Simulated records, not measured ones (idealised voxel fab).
process module | voxel lift off
cross-section cut | 265 nm wide | cells 5 nm
A cross-section is a grid of square cells, given in bands from the top down. A band is one or more rows of cells.
Each band's line starts with the height of the band's top and of its bottom, in nm. Then come its materials from left to right, each with its width in nm. One material with "throughout" fills the band from edge to edge. "air" is empty space.
Height 0 is the level under which the wafer as received is all one material. The lowest band goes on downwards, as in "0 down".
A width such as "30 to 40" changes by the same amount from each row of cells to the next, from the band's top row to its bottom row.
"no change" after a step means that no cell of the cross-section changed.
closed voids: empty space of 8 cells or more with no open way to the top, each as width x height at its distance from the left edge, in nm
after a step's settings: what the simulator itself notes on the step
overlay nm, on a step with a mask: how far to the right of its planned place the mask lay; to the left if negative
plan
1 op RECEIVE | material Si
2 op CONFORMAL_DEP | material SiO2 | thk nm 5
3 op PATTERN | tone open | mask id LINES | material resist | width nm 20 | pitch nm 50 | thk nm 30 | overlay nm 0
4 op DIRECTIONAL_DEP | material Ru | thk nm 15
5 op STRIP | etch materials resist
6 op CONFORMAL_DEP | material SiO2 | thk nm 5
first wafer, as planned
as received, after step 1
  0 down: Si throughout
  closed voids: none
after step 2
  5 to 0: SiO2 throughout
  below 0: unchanged
after step 3
  35 to 5: resist 95 | air 20 | resist 30 | air 20 | resist 100
  below 5: unchanged
after step 4
  50 to 35: Ru 95 | air 20 | Ru 30 | air 20 | Ru 100
  35 to 20: resist 95 | air 20 | resist 30 | air 20 | resist 100
  20 to 5: resist 95 | Ru 20 | resist 30 | Ru 20 | resist 100
  below 5: unchanged
after step 5
  20 to 5: air 95 | Ru 20 | air 30 | Ru 20 | air 100
  below 5: unchanged
after step 6
  25 to 20: air 90 | SiO2 30 | air 20 | SiO2 30 | air 95
  20 to 10: air 90 | SiO2 5 | Ru 20 | SiO2 5 | air 20 | SiO2 5 | Ru 20 | SiO2 5 | air 95
  10 to 5: SiO2 95 | Ru 20 | SiO2 30 | Ru 20 | SiO2 100
  below 5: unchanged
second wafer: like start, like plan, one mistake. Through step 2 it matches the first wafer
when step 3 should have ended
  35 to 5: air 95 | resist 20 | air 30 | resist 20 | air 100
  below 5: unchanged
when step 4 should have ended
  50 to 35: air 95 | Ru 20 | air 30 | Ru 20 | air 100
  35 to 20: air 95 | resist 20 | air 30 | resist 20 | air 100
  20 to 5: Ru 95 | resist 20 | Ru 30 | resist 20 | Ru 100
  below 5: unchanged
when step 5 should have ended
  20 to 5: Ru 95 | air 20 | Ru 30 | air 20 | Ru 100
  below 5: unchanged
when step 6 should have ended
  25 to 20: SiO2 100 | air 10 | SiO2 40 | air 10 | SiO2 105
  20 to 10: Ru 95 | SiO2 5 | air 10 | SiO2 5 | Ru 30 | SiO2 5 | air 10 | SiO2 5 | Ru 100
  10 to 5: Ru 95 | SiO2 20 | Ru 30 | SiO2 20 | Ru 100
  below 5: unchanged
what went wrong: step 3 ran as: op PATTERN | tone cover | mask id LINES | material resist | width nm 20 | pitch nm 50 | thk nm 30 | overlay nm 0
at the end the second wafer has, in cells: 111 more of Ru
